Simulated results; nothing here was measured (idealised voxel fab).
process module | voxel transistor to metal
cross-section cut | 205 nm wide | cells 5 nm
A cross-section is a grid of square cells, given in bands from the top down. A band is one or more rows of cells.
Each band's line starts with the height of the band's top and of its bottom, in nm. Then come its materials from left to right, each with its width in nm. One material with "throughout" fills the band from edge to edge. "air" is empty space.
Height 0 is the level under which the wafer as received is all one material. The lowest band goes on downwards, as in "0 down".
A width such as "30 to 40" changes by the same amount from each row of cells to the next, from the band's top row to its bottom row.
"no change" after a step means that no cell of the cross-section changed.
closed voids: empty space of 8 cells or more with no open way to the top, each as width x height at its distance from the left edge, in nm
after a step's settings: what the simulator itself notes on the step
overlay nm, on a step with a mask: how far to the right of its planned place the mask lay; to the left if negative
plan
1 op RECEIVE | material Si
2 op OXIDIZE | depth nm 5
3 op CONFORMAL_DEP | material SiN | thk nm 15
4 op MASKED_ETCH | tone cover | mask id ACTIVE | width nm 110 | etch materials SiN | depth nm 15 | overlay nm 0
5 op MASKED_ETCH | tone cover | mask id ACTIVE | width nm 110 | etch materials SiO2 | depth nm 5 | overlay nm 0
6 op MASKED_ETCH | tone cover | mask id ACTIVE | width nm 110 | etch materials Si | depth nm 25 | overlay nm 0
7 op FILL_DEP | material SiO2 | thk nm 10
8 op CMP | height nm 15
9 op SELECTIVE_ETCH | etch materials SiO2 | depth nm 5
10 op STRIP | etch materials SiN
11 op SELECTIVE_ETCH | etch materials SiO2 | depth nm 5
12 op OXIDIZE | depth nm 5
13 op DIRECTIONAL_DEP | material polySi | thk nm 25
14 op DIRECTIONAL_DEP | material SiCN | thk nm 10
15 op PATTERN | tone cover | mask id GATE | material resist | width nm 30 | thk nm 20 | overlay nm 0
16 op DIRECTIONAL_ETCH | etch materials SiCN | depth nm 20
17 op DIRECTIONAL_ETCH | etch materials polySi | depth nm 35
18 op STRIP | etch materials resist
19 op CONFORMAL_DEP | material SiO2 | thk nm 5
20 op DIRECTIONAL_ETCH | etch materials SiO2 | depth nm 5
21 op CONFORMAL_DEP | material SiN | thk nm 10
22 op DIRECTIONAL_ETCH | etch materials SiN | depth nm 10
23 op DIRECTIONAL_ETCH | etch materials SiO2 | depth nm 5
24 op DIRECTIONAL_ETCH | etch materials Si | depth nm 5
25 op EPI | material nSi | thk nm 5
26 op FILL_DEP | material SiO2 | thk nm 5
27 op CMP | height nm 20
28 op STRIP | etch materials polySi
29 op SELECTIVE_ETCH | etch materials SiO2 | depth nm 5
30 op CONFORMAL_DEP | material HfO2 | thk nm 5
31 op CONFORMAL_DEP | material TiN | thk nm 5
32 op FILL_DEP | material W | thk nm 5
33 op CMP | height nm 15
34 op DIRECTIONAL_DEP | material SiO2 | thk nm 15
35 op MASKED_ETCH | tone open | mask id CONTACT | width nm 20 | pitch nm 80 | etch materials SiO2 | depth nm 40 | overlay nm 0
36 op CONFORMAL_DEP | material TiN | thk nm 5
37 op FILL_DEP | material W | thk nm 5
38 op CMP | height nm 30
39 op DIRECTIONAL_DEP | material TiN | thk nm 5
40 op DIRECTIONAL_DEP | material Ru | thk nm 15
41 op PATTERN | tone cover | mask id METAL_1 | material resist | width nm 20 | pitch nm 80 | thk nm 15 | overlay nm 0
42 op DIRECTIONAL_ETCH | etch materials Ru | depth nm 15
43 op DIRECTIONAL_ETCH | etch materials TiN | depth nm 5
44 op STRIP | etch materials resist
45 op CONFORMAL_DEP | material SiCN | thk nm 5
46 op FILL_DEP | material SiO2 | thk nm 10
47 op CMP | height nm 50
48 op CONFORMAL_DEP | material SiN | thk nm 5
as received, after step 1
  0 down: Si throughout
  closed voids: none
a wafer at the end: this start, this plan, one mistake
  55 to 50: SiN throughout
  50 to 35: SiO2 45 | SiCN 5 | Ru 20 | SiCN 5 | SiO2 50 | SiCN 5 | Ru 20 | SiCN 5 | SiO2 50
  35 to 30: SiCN 50 | TiN 20 | SiCN 60 | TiN 20 | SiCN 55
  30 to 15: Ru throughout
  15 to 5: SiO2 70 | SiN 10 | HfO2 5 | TiN 5 | W 20 | TiN 5 | HfO2 5 | SiN 10 | SiO2 75
  5 to 0: SiO2 45 | SiN 10 | SiO2 15 | SiN 10 | HfO2 5 | TiN 5 | W 20 | TiN 5 | HfO2 5 | SiN 10 | SiO2 15 | SiN 10 | SiO2 50
  0 to -5: SiO2 45 | SiN 10 | SiO2 15 | SiN 10 | HfO2 5 | TiN 30 | HfO2 5 | SiN 10 | SiO2 15 | SiN 10 | SiO2 50
  -5 to -10: SiO2 55 | nSi 5 | SiO2 5 | nSi 5 | SiO2 10 | HfO2 40 | SiO2 10 | nSi 5 | SiO2 5 | nSi 5 | SiO2 60
  -10 to -15: SiO2 45 | Si 10 | nSi 15 | Si 60 | nSi 15 | Si 10 | SiO2 50
  -15 to -30: SiO2 45 | Si 110 | SiO2 50
  -30 down: Si throughout
  closed voids: none
what went wrong: step 34 ran as: op DIRECTIONAL_DEP | material Ru | thk nm 15
